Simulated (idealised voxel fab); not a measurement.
process module | voxel released beams
cross-section cut | 245 nm wide | cells 5 nm
A cross-section is a grid of square cells, given in bands from the top down. A band is one or more rows of cells.
Each band's line starts with the height of the band's top and of its bottom, in nm. Then come its materials from left to right, each with its width in nm. One material with "throughout" fills the band from edge to edge. "air" is empty space.
Height 0 is the level under which the wafer as received is all one material. The lowest band goes on downwards, as in "0 down".
A width such as "30 to 40" changes by the same amount from each row of cells to the next, from the band's top row to its bottom row.
"no change" after a step means that no cell of the cross-section changed.
closed voids: empty space of 8 cells or more with no open way to the top, each as width x height at its distance from the left edge, in nm
after a step's settings: what the simulator itself notes on the step
overlay nm, on a step with a mask: how far to the right of its planned place the mask lay; to the left if negative
plan
1 op RECEIVE | material Si
2 op CONFORMAL_DEP | material Al2O3 | thk nm 10
3 op DIRECTIONAL_DEP | material SiO2 | thk nm 10
4 op DIRECTIONAL_DEP | material aC | thk nm 10
5 op PATTERN | tone open | mask id ANCHOR | material resist | width nm 35 | thk nm 25 | overlay nm 0
6 op DIRECTIONAL_ETCH | etch materials aC | depth nm 10
7 op STRIP | etch materials resist
8 op DIRECTIONAL_ETCH | etch materials SiO2 | depth nm 10
9 op STRIP | etch materials aC
10 op CONFORMAL_DEP | material W | thk nm 15
11 op DIRECTIONAL_DEP | material aC | thk nm 15
12 op PATTERN | tone cover | mask id BEAM | material resist | width nm 95 | thk nm 30 | overlay nm 0
13 op DIRECTIONAL_ETCH | etch materials aC | depth nm 15
14 op STRIP | etch materials resist
15 op DIRECTIONAL_ETCH | etch materials W | depth nm 15
16 op STRIP | etch materials aC
17 op STRIP | etch materials SiO2
varied across the wafers: width nm of step 12. The plan shows the first wafer's value. All wafers start alike
first wafer as received, after step 1
  0 down: Si throughout
  closed voids: none
first wafer at the end, after step 17
  35 to 25: air 70 | W 15 | air 5 | W 75 | air 80
  25 to 20: air 70 | W 95 | air 80
  20 to 10: air 70 | W 35 | air 140
  10 to 0: Al2O3 throughout
  0 down: Si throughout
  closed voids: none
last wafer at the end
  35 to 25: air 60 | W 25 | air 5 | W 90 | air 65
  25 to 20: air 60 | W 120 | air 65
  20 to 10: air 70 | W 35 | air 140
  10 to 0: Al2O3 throughout
  0 down: Si throughout
  closed voids: none
each wafer at the end: cells of each material gained (+) or lost (-) since it was received, then its closed voids
width nm 95 | +98 Al2O3 | +69 W | closed voids: none
width nm 100 | +98 Al2O3 | +72 W | closed voids: none
width nm 105 | +98 Al2O3 | +75 W | closed voids: none
width nm 110 | +98 Al2O3 | +78 W | closed voids: none
width nm 115 | +98 Al2O3 | +81 W | closed voids: none
width nm 120 | +98 Al2O3 | +84 W | closed voids: none
